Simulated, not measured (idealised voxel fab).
Documented hereafter: the process module known as voxel self aligned vias.
Square cells of 5 nm make up the cross-section cut, whose width is 175 nm.
This document writes a cross-section as a grid whose cells are square, and gives it as bands, listed from the top down; one or more rows of cells form a band.
First you get the band's top height and its bottom height, in nm, and then the materials it's made of, left to right, with each width in nm. If you see a single material with "everywhere", that one covers the band edge to edge. "blank" is empty space.
Height is counted from the level 0, under which the received wafer is composed throughout of one material. The lowest of the bands is not closed at the bottom but continues downward, in the notation "from 0 down".
Width: "30..40" (first number = top row, second number = bottom row, same change from row to row of cells).
Any step labelled "remained unchanged" changed none of the cells in the cross-section.
"Closed internal voids" specifies each empty space that is not open to the top and that occupies no fewer than 8 cells, using the form width x height at distance, the distance measured from the left edge and all three quantities in nm.
On a step's line, text after the settings is the simulator commenting on that step.
overlay nm: where the mask lay relative to plan, measured to the right, on steps with a mask; negatives go left.
-- plan
1) RECEIVE with material Si
2) CONFORMAL_DEP with material SiO2, thk nm 15
3) CONFORMAL_DEP with material SiCN, thk nm 5
4) DIRECTIONAL_DEP with material SiO2, thk nm 20
5) DIRECTIONAL_DEP with material aC, thk nm 15
6) PATTERN with tone open, mask id LINES, material resist, width nm 30, pitch nm 70, thk nm 35, overlay nm 0
7) DIRECTIONAL_ETCH with etch materials aC, depth nm 15
8) STRIP with etch materials resist
9) DIRECTIONAL_ETCH with etch materials SiO2, depth nm 20
10) STRIP with etch materials aC
11) CONFORMAL_DEP with material TiN, thk nm 5
12) FILL_DEP with material Ru, thk nm 10
13) CMP with height nm 40
14) SELECTIVE_ETCH with etch materials W Ru TiN, depth nm 10
15) FILL_DEP with material SiN, thk nm 5
16) CMP with height nm 40
17) DIRECTIONAL_DEP with material SiO2, thk nm 15
18) DIRECTIONAL_DEP with material aC, thk nm 10
19) PATTERN with tone open, mask id VIAS, material resist, width nm 50, thk nm 30, overlay nm 0
20) DIRECTIONAL_ETCH with etch materials aC, depth nm 10
21) STRIP with etch materials resist
22) DIRECTIONAL_ETCH with etch materials SiO2, depth nm 15
23) DIRECTIONAL_ETCH with etch materials SiN, depth nm 10
24) STRIP with etch materials aC
25) CONFORMAL_DEP with material TiN, thk nm 5
26) FILL_DEP with material W, thk nm 10
27) CMP with height nm 55
28) CONFORMAL_DEP with material SiN, thk nm 5
-- First of two wafers: run as planned
-- Cross-section of the wafer as it came to us, i.e., already through step 1
> from 0 down = Si everywhere
> Closed internal voids: none
-- Upon completion of step 2, the wafer appears in cross-section as shown
> from 15 to 0 = SiO2 everywhere
> Lower than 0, everything is as it was.
-- Upon completion of step 3, the wafer appears in cross-section as shown
> from 20 to 15 = SiCN everywhere
> Lower than 15, everything is as it was.
-- Upon completion of step 4, the wafer appears in cross-section as shown
> from 40 to 20 = SiO2 everywhere
> Lower than 20, everything is as it was.
-- Upon completion of step 5, the wafer appears in cross-section as shown
> from 55 to 40 = aC everywhere
> Lower than 40, everything is as it was.
-- Upon completion of step 6, the wafer appears in cross-section as shown
> from 90 to 55 = resist 35 nm / blank 30 nm / resist 40 nm / blank 30 nm / resist 40 nm
> Lower than 55, everything is as it was.
-- Upon completion of step 7, the wafer appears in cross-section as shown
> from 75 to 55 = resist 35 nm / blank 30 nm / resist 40 nm / blank 30 nm / resist 40 nm
> from 55 to 40 = aC 35 nm / blank 30 nm / aC 40 nm / blank 30 nm / aC 40 nm
> Lower than 40, everything is as it was.
-- Upon completion of step 8, the wafer appears in cross-section as shown
> from 55 to 40 = aC 35 nm / blank 30 nm / aC 40 nm / blank 30 nm / aC 40 nm
> Lower than 40, everything is as it was.
-- Upon completion of step 9, the wafer appears in cross-section as shown
> from 55 to 40 = aC 35 nm / blank 30 nm / aC 40 nm / blank 30 nm / aC 40 nm
> from 40 to 20 = SiO2 35 nm / blank 30 nm / SiO2 40 nm / blank 30 nm / SiO2 40 nm
> Lower than 20, everything is as it was.
-- Upon completion of step 10, the wafer appears in cross-section as shown
> from 40 to 20 = SiO2 35 nm / blank 30 nm / SiO2 40 nm / blank 30 nm / SiO2 40 nm
> Lower than 20, everything is as it was.
-- Upon completion of step 11, the wafer appears in cross-section as shown
> from 45 to 40 = TiN 40 nm / blank 20 nm / TiN 50 nm / blank 20 nm / TiN 45 nm
> from 40 to 25 = SiO2 35 nm / TiN 5 nm / blank 20 nm / TiN 5 nm / SiO2 40 nm / TiN 5 nm / blank 20 nm / TiN 5 nm / SiO2 40 nm
> from 25 to 20 = SiO2 35 nm / TiN 30 nm / SiO2 40 nm / TiN 30 nm / SiO2 40 nm
> Lower than 20, everything is as it was.
-- Upon completion of step 12, the wafer appears in cross-section as shown
> from 55 to 45 = Ru everywhere
> from 45 to 40 = TiN 40 nm / Ru 20 nm / TiN 50 nm / Ru 20 nm / TiN 45 nm
> from 40 to 25 = SiO2 35 nm / TiN 5 nm / Ru 20 nm / TiN 5 nm / SiO2 40 nm / TiN 5 nm / Ru 20 nm / TiN 5 nm / SiO2 40 nm
> Lower than 25, everything is as it was.
-- Upon completion of step 13, the wafer appears in cross-section as shown
> from 40 to 25 = SiO2 35 nm / TiN 5 nm / Ru 20 nm / TiN 5 nm / SiO2 40 nm / TiN 5 nm / Ru 20 nm / TiN 5 nm / SiO2 40 nm
> Lower than 25, everything is as it was.
-- Upon completion of step 14, the wafer appears in cross-section as shown
> from 40 to 30 = SiO2 35 nm / blank 30 nm / SiO2 40 nm / blank 30 nm / SiO2 40 nm
> Lower than 30, everything is as it was.
-- Upon completion of step 15, the wafer appears in cross-section as shown
> from 45 to 40 = SiN everywhere
> from 40 to 30 = SiO2 35 nm / SiN 30 nm / SiO2 40 nm / SiN 30 nm / SiO2 40 nm
> Lower than 30, everything is as it was.
-- Upon completion of step 16, the wafer appears in cross-section as shown
> from 40 to 30 = SiO2 35 nm / SiN 30 nm / SiO2 40 nm / SiN 30 nm / SiO2 40 nm
> Lower than 30, everything is as it was.
-- Upon completion of step 17, the wafer appears in cross-section as shown
> from 55 to 40 = SiO2 everywhere
> Lower than 40, everything is as it was.
-- Upon completion of step 18, the wafer appears in cross-section as shown
> from 65 to 55 = aC everywhere
> Lower than 55, everything is as it was.
-- Upon completion of step 19, the wafer appears in cross-section as shown
> from 95 to 65 = resist 25 nm / blank 50 nm / resist 100 nm
> Lower than 65, everything is as it was.
-- Upon completion of step 20, the wafer appears in cross-section as shown
> from 85 to 65 = resist 25 nm / blank 50 nm / resist 100 nm
> from 65 to 55 = aC 25 nm / blank 50 nm / aC 100 nm
> Lower than 55, everything is as it was.
-- Upon completion of step 21, the wafer appears in cross-section as shown
> from 65 to 55 = aC 25 nm / blank 50 nm / aC 100 nm
> Lower than 55, everything is as it was.
-- Upon completion of step 22, the wafer appears in cross-section as shown
> from 65 to 55 = aC 25 nm / blank 50 nm / aC 100 nm
> from 55 to 40 = SiO2 25 nm / blank 50 nm / SiO2 100 nm
> Lower than 40, everything is as it was.
-- Upon completion of step 23, the wafer appears in cross-section as shown
> from 65 to 55 = aC 25 nm / blank 50 nm / aC 100 nm
> from 55 to 40 = SiO2 25 nm / blank 50 nm / SiO2 100 nm
> from 40 to 30 = SiO2 35 nm / blank 30 nm / SiO2 40 nm / SiN 30 nm / SiO2 40 nm
> Lower than 30, everything is as it was.
-- Upon completion of step 24, the wafer appears in cross-section as shown
> from 55 to 40 = SiO2 25 nm / blank 50 nm / SiO2 100 nm
> Lower than 40, everything is as it was.
-- Upon completion of step 25, the wafer appears in cross-section as shown
> from 60 to 55 = TiN 30 nm / blank 40 nm / TiN 105 nm
> from 55 to 45 = SiO2 25 nm / TiN 5 nm / blank 40 nm / TiN 5 nm / SiO2 100 nm
> from 45 to 40 = SiO2 25 nm / TiN 15 nm / blank 20 nm / TiN 15 nm / SiO2 100 nm
> from 40 to 35 = SiO2 35 nm / TiN 5 nm / blank 20 nm / TiN 5 nm / SiO2 40 nm / SiN 30 nm / SiO2 40 nm
> from 35 to 30 = SiO2 35 nm / TiN 30 nm / SiO2 40 nm / SiN 30 nm / SiO2 40 nm
> Lower than 30, everything is as it was.
-- Upon completion of step 26, the wafer appears in cross-section as shown
> from 70 to 60 = W everywhere
> from 60 to 55 = TiN 30 nm / W 40 nm / TiN 105 nm
> from 55 to 45 = SiO2 25 nm / TiN 5 nm / W 40 nm / TiN 5 nm / SiO2 100 nm
> from 45 to 40 = SiO2 25 nm / TiN 15 nm / W 20 nm / TiN 15 nm / SiO2 100 nm
> from 40 to 35 = SiO2 35 nm / TiN 5 nm / W 20 nm / TiN 5 nm / SiO2 40 nm / SiN 30 nm / SiO2 40 nm
> Lower than 35, everything is as it was.
-- Upon completion of step 27, the wafer appears in cross-section as shown
> from 55 to 45 = SiO2 25 nm / TiN 5 nm / W 40 nm / TiN 5 nm / SiO2 100 nm
> Lower than 45, everything is as it was.
-- Upon completion of step 28, the wafer appears in cross-section as shown
> from 60 to 55 = SiN everywhere
> Lower than 55, everything is as it was.
-- Wafer two of the pair: same origin, same plan, one error during the run; identical to wafer one up to and including step 1
-- Second wafer profile in section, at the moment step 2 of the plan was meant to be complete
> from 5 to 0 = SiCN everywhere
> Lower than 0, everything is as it was.
-- Second wafer profile in section, at the moment step 3 of the plan was meant to be complete
> from 20 to 5 = SiO2 everywhere
> Lower than 5, everything is as it was.
-- Second wafer profile in section, at the moment step 4 of the plan was meant to be complete
> from 40 to 5 = SiO2 everywhere
> Lower than 5, everything is as it was.
-- Second wafer profile in section, at the moment step 5 of the plan was meant to be complete
> from 55 to 40 = aC everywhere
> Lower than 40, everything is as it was.
-- Second wafer profile in section, at the moment step 6 of the plan was meant to be complete
> from 90 to 55 = resist 35 nm / blank 30 nm / resist 40 nm / blank 30 nm / resist 40 nm
> Lower than 55, everything is as it was.
-- Second wafer profile in section, at the moment step 7 of the plan was meant to be complete
> from 75 to 55 = resist 35 nm / blank 30 nm / resist 40 nm / blank 30 nm / resist 40 nm
> from 55 to 40 = aC 35 nm / blank 30 nm / aC 40 nm / blank 30 nm / aC 40 nm
> Lower than 40, everything is as it was.
-- Second wafer profile in section, at the moment step 8 of the plan was meant to be complete
> from 55 to 40 = aC 35 nm / blank 30 nm / aC 40 nm / blank 30 nm / aC 40 nm
> Lower than 40, everything is as it was.
-- Second wafer profile in section, at the moment step 9 of the plan was meant to be complete
> from 55 to 40 = aC 35 nm / blank 30 nm / aC 40 nm / blank 30 nm / aC 40 nm
> from 40 to 20 = SiO2 35 nm / blank 30 nm / SiO2 40 nm / blank 30 nm / SiO2 40 nm
> Lower than 20, everything is as it was.
-- Second wafer profile in section, at the moment step 10 of the plan was meant to be complete
> from 40 to 20 = SiO2 35 nm / blank 30 nm / SiO2 40 nm / blank 30 nm / SiO2 40 nm
> Lower than 20, everything is as it was.
-- Second wafer profile in section, at the moment step 11 of the plan was meant to be complete
> from 45 to 40 = TiN 40 nm / blank 20 nm / TiN 50 nm / blank 20 nm / TiN 45 nm
> from 40 to 25 = SiO2 35 nm / TiN 5 nm / blank 20 nm / TiN 5 nm / SiO2 40 nm / TiN 5 nm / blank 20 nm / TiN 5 nm / SiO2 40 nm
> from 25 to 20 = SiO2 35 nm / TiN 30 nm / SiO2 40 nm / TiN 30 nm / SiO2 40 nm
> Lower than 20, everything is as it was.
-- Second wafer profile in section, at the moment step 12 of the plan was meant to be complete
> from 55 to 45 = Ru everywhere
> from 45 to 40 = TiN 40 nm / Ru 20 nm / TiN 50 nm / Ru 20 nm / TiN 45 nm
> from 40 to 25 = SiO2 35 nm / TiN 5 nm / Ru 20 nm / TiN 5 nm / SiO2 40 nm / TiN 5 nm / Ru 20 nm / TiN 5 nm / SiO2 40 nm
> Lower than 25, everything is as it was.
-- Second wafer profile in section, at the moment step 13 of the plan was meant to be complete
> from 40 to 25 = SiO2 35 nm / TiN 5 nm / Ru 20 nm / TiN 5 nm / SiO2 40 nm / TiN 5 nm / Ru 20 nm / TiN 5 nm / SiO2 40 nm
> Lower than 25, everything is as it was.
-- Second wafer profile in section, at the moment step 14 of the plan was meant to be complete
> from 40 to 30 = SiO2 35 nm / blank 30 nm / SiO2 40 nm / blank 30 nm / SiO2 40 nm
> Lower than 30, everything is as it was.
-- Second wafer profile in section, at the moment step 15 of the plan was meant to be complete
> from 45 to 40 = SiN everywhere
> from 40 to 30 = SiO2 35 nm / SiN 30 nm / SiO2 40 nm / SiN 30 nm / SiO2 40 nm
> Lower than 30, everything is as it was.
-- Second wafer profile in section, at the moment step 16 of the plan was meant to be complete
> from 40 to 30 = SiO2 35 nm / SiN 30 nm / SiO2 40 nm / SiN 30 nm / SiO2 40 nm
> Lower than 30, everything is as it was.
-- Second wafer profile in section, at the moment step 17 of the plan was meant to be complete
> from 55 to 40 = SiO2 everywhere
> Lower than 40, everything is as it was.
-- Second wafer profile in section, at the moment step 18 of the plan was meant to be complete
> from 65 to 55 = aC everywhere
> Lower than 55, everything is as it was.
-- Second wafer profile in section, at the moment step 19 of the plan was meant to be complete
> from 95 to 65 = resist 25 nm / blank 50 nm / resist 100 nm
> Lower than 65, everything is as it was.
-- Second wafer profile in section, at the moment step 20 of the plan was meant to be complete
> from 85 to 65 = resist 25 nm / blank 50 nm / resist 100 nm
> from 65 to 55 = aC 25 nm / blank 50 nm / aC 100 nm
> Lower than 55, everything is as it was.
-- Second wafer profile in section, at the moment step 21 of the plan was meant to be complete
> from 65 to 55 = aC 25 nm / blank 50 nm / aC 100 nm
> Lower than 55, everything is as it was.
-- Second wafer profile in section, at the moment step 22 of the plan was meant to be complete
> from 65 to 55 = aC 25 nm / blank 50 nm / aC 100 nm
> from 55 to 40 = SiO2 25 nm / blank 50 nm / SiO2 100 nm
> Lower than 40, everything is as it was.
-- Second wafer profile in section, at the moment step 23 of the plan was meant to be complete
> from 65 to 55 = aC 25 nm / blank 50 nm / aC 100 nm
> from 55 to 40 = SiO2 25 nm / blank 50 nm / SiO2 100 nm
> from 40 to 30 = SiO2 35 nm / blank 30 nm / SiO2 40 nm / SiN 30 nm / SiO2 40 nm
> Lower than 30, everything is as it was.
-- Second wafer profile in section, at the moment step 24 of the plan was meant to be complete
> from 55 to 40 = SiO2 25 nm / blank 50 nm / SiO2 100 nm
> Lower than 40, everything is as it was.
-- Second wafer profile in section, at the moment step 25 of the plan was meant to be complete
> from 60 to 55 = TiN 30 nm / blank 40 nm / TiN 105 nm
> from 55 to 45 = SiO2 25 nm / TiN 5 nm / blank 40 nm / TiN 5 nm / SiO2 100 nm
> from 45 to 40 = SiO2 25 nm / TiN 15 nm / blank 20 nm / TiN 15 nm / SiO2 100 nm
> from 40 to 35 = SiO2 35 nm / TiN 5 nm / blank 20 nm / TiN 5 nm / SiO2 40 nm / SiN 30 nm / SiO2 40 nm
> from 35 to 30 = SiO2 35 nm / TiN 30 nm / SiO2 40 nm / SiN 30 nm / SiO2 40 nm
> Lower than 30, everything is as it was.
-- Second wafer profile in section, at the moment step 26 of the plan was meant to be complete
> from 70 to 60 = W everywhere
> from 60 to 55 = TiN 30 nm / W 40 nm / TiN 105 nm
> from 55 to 45 = SiO2 25 nm / TiN 5 nm / W 40 nm / TiN 5 nm / SiO2 100 nm
> from 45 to 40 = SiO2 25 nm / TiN 15 nm / W 20 nm / TiN 15 nm / SiO2 100 nm
> from 40 to 35 = SiO2 35 nm / TiN 5 nm / W 20 nm / TiN 5 nm / SiO2 40 nm / SiN 30 nm / SiO2 40 nm
> Lower than 35, everything is as it was.
-- Second wafer profile in section, at the moment step 27 of the plan was meant to be complete
> from 55 to 45 = SiO2 25 nm / TiN 5 nm / W 40 nm / TiN 5 nm / SiO2 100 nm
> Lower than 45, everything is as it was.
-- Second wafer profile in section, at the moment step 28 of the plan was meant to be complete
> from 60 to 55 = SiN everywhere
> Lower than 55, everything is as it was.
Which mistake was made when the wafer was run? ran 2 and 3 in swapped order versus the plan
At the end, each material covers as many cells on the second wafer as it does on the first, though the cells it covers are elsewhere.
